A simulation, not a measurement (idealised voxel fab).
The following is a process module called voxel capacitor over wiring.
The cross-section on display is named cut; it measures 190 nm wide, and its cells are 5 nm squares.
How to read a cross-section here: the picture is a grid of square cells, written as bands going from the top down, and any band can span one or more rows of cells. Heights first: top, then bottom, in nm. Then materials, left to right, each with a width in nm. "full width" on a single material: fills the band edge to edge. "blank": empty space. Heights are expressed relative to 0, this being the level below which the as-received wafer comprises one material exclusively. The lowest band is unbounded in the downward direction and is denoted as in "0 -> down". A width given as "30->40" starts at the first number in the band's top row and ends at the second number in its bottom row, shifting by an equal amount at every step from row to row. Take "left unchanged" at face value: in the step it is given for, the cross-section changed in none of its cells. The entry titled "Closed void catalog" provides the empty spaces that have no open way to the top, restricted to those of 8 cells or more. Each is presented as width x height at distance, the distance being measured from the left edge, with all three in nm. Past the settings on a step's line: simulator remark, on that step. The optional step-line setting "overlay nm" applies to steps with a mask and quantifies how far to the right of its planned location the mask lay, a negative value indicating leftward placement.
The following list gives the planned process steps
step 1: op RECEIVE | material Si
step 2: op CONFORMAL_DEP | material SiO2 | thk nm 15
step 3: op CONFORMAL_DEP | material SiCN | thk nm 5
step 4: op DIRECTIONAL_DEP | material lowk | thk nm 20
step 5: op PATTERN | tone open | mask id METAL_1 | material resist | width nm 30 | pitch nm 95 | thk nm 15 | overlay nm 0
step 6: op DIRECTIONAL_ETCH | etch materials lowk | depth nm 20
step 7: op DIRECTIONAL_ETCH | etch materials SiCN | depth nm 5
step 8: op STRIP | etch materials resist
step 9: op CONFORMAL_DEP | material TiN | thk nm 5
step 10: op FILL_DEP | material Ru | thk nm 5
step 11: op CMP | height nm 40
step 12: op EPI | material Ru | thk nm 5
step 13: op FILL_DEP | material SiCN | thk nm 5
step 14: op DIRECTIONAL_DEP | material SiO2 | thk nm 10
step 15: op PATTERN | tone open | mask id PLUG_1 | material resist | width nm 15 | thk nm 15 | overlay nm 0
step 16: op DIRECTIONAL_ETCH | etch materials SiO2 | depth nm 10
step 17: op DIRECTIONAL_ETCH | etch materials SiCN | depth nm 5
step 18: op STRIP | etch materials resist
step 19: op EPI | material Ru | thk nm 10
step 20: op EPI | material Ru | thk nm 5
step 21: op DIRECTIONAL_DEP | material TiN | thk nm 10
step 22: op DIRECTIONAL_DEP | material HfO2 | thk nm 5
step 23: op DIRECTIONAL_DEP | material TiN | thk nm 5
step 24: op PATTERN | tone cover | mask id UPPER_PLATE | material resist | width nm 70 | thk nm 15 | overlay nm 0
step 25: op DIRECTIONAL_ETCH | etch materials TiN | depth nm 5
step 26: op DIRECTIONAL_ETCH | etch materials HfO2 | depth nm 5
step 27: op STRIP | etch materials resist
step 28: op MASKED_ETCH | tone cover | mask id LOWER_PLATE | width nm 80 | etch materials TiN | depth nm 10 | overlay nm 0
step 29: op FILL_DEP | material SiO2 | thk nm 15
step 30: op CMP | height nm 90
step 31: op DIRECTIONAL_DEP | material aC | thk nm 15
step 32: op PATTERN | tone open | mask id PLUG_2 | material resist | width nm 15 | thk nm 35 | overlay nm 0
step 33: op DIRECTIONAL_ETCH | etch materials aC | depth nm 15
step 34: op STRIP | etch materials resist
step 35: op DIRECTIONAL_ETCH | etch materials SiO2 | depth nm 10
step 36: op STRIP | etch materials aC
step 37: op CONFORMAL_DEP | material TiN | thk nm 5
step 38: op FILL_DEP | material Ru | thk nm 5
step 39: op CMP | height nm 90
step 40: op CONFORMAL_DEP | material SiCN | thk nm 5
Wafer at receipt (post step 1), cross-section
	0 -> down | Si full width
	Closed void catalog: none
Cross-sectional view of the first of the two wafers upon completion of the module, processed in accordance with the plan
	95 -> 90 | SiCN full width
	90 -> 85 | 55 nm SiO2 | 5 nm TiN | 5 nm Ru | 5 nm TiN | 120 nm SiO2
	85 -> 75 | 55->45 nm SiO2 | 15->70 nm TiN | 120->75 nm SiO2
	75 -> 70 | 45 nm SiO2 | 70 nm HfO2 | 75 nm SiO2
	70 -> 60 | 40 nm SiO2 | 80 nm TiN | 70 nm SiO2
	60 -> 50 | 45 nm SiO2 | 15 nm Ru | 130 nm SiO2
	50 -> 45 | 45 nm SiCN | 15 nm Ru | 130 nm SiCN
	45 -> 40 | 25 nm SiCN | 40 nm Ru | 55 nm SiCN | 40 nm Ru | 30 nm SiCN
	40 -> 20 | 30 nm lowk | 5 nm TiN | 20 nm Ru | 5 nm TiN | 65 nm lowk | 5 nm TiN | 20 nm Ru | 5 nm TiN | 35 nm lowk
	20 -> 15 | 30 nm SiCN | 30 nm TiN | 65 nm SiCN | 30 nm TiN | 35 nm SiCN
	15 -> 0 | SiO2 full width
	0 -> down | Si full width
	Closed void catalog: none
Cross-sectional image of the second wafer of the two following completion of the module. Starting state and process plan were the same as for the first wafer; one execution error occurred
	95 -> 90 | SiCN full width
	90 -> 85 | 55 nm SiO2 | 15 nm TiN | 120 nm SiO2
	85 -> 80 | 45 nm SiO2 | 5 nm TiN | 5 nm SiO2 | 60 nm TiN | 75 nm SiO2
	80 -> 75 | 45 nm SiO2 | 5 nm HfO2 | 5 nm TiN | 60 nm HfO2 | 75 nm SiO2
	75 -> 70 | 50 nm Ru | 5 nm HfO2 | 135 nm Ru
	70 -> 65 | 45 nm TiN | 15 nm Ru | 130 nm TiN
	65 -> 60 | TiN full width
	60 -> 55 | 45 nm SiO2 | 15 nm TiN | 130 nm SiO2
	55 -> 50 | 45 nm SiO2 | 15 nm Ru | 130 nm SiO2
	50 -> 45 | 45 nm SiCN | 15 nm Ru | 130 nm SiCN
	45 -> 40 | 25 nm SiCN | 40 nm Ru | 55 nm SiCN | 40 nm Ru | 30 nm SiCN
	40 -> 20 | 30 nm lowk | 5 nm TiN | 20 nm Ru | 5 nm TiN | 65 nm lowk | 5 nm TiN | 20 nm Ru | 5 nm TiN | 35 nm lowk
	20 -> 15 | 30 nm SiCN | 30 nm TiN | 65 nm SiCN | 30 nm TiN | 35 nm SiCN
	15 -> 0 | SiO2 full width
	0 -> down | Si full width
	Closed void catalog: none
Short version of what went wrong: step 20 ran in the slot meant for step 21, and vice versa
Wafer comparison, final, in cells, second relative to first, materials more or fewer: Ru +36 | SiO2 -78 | TiN +42
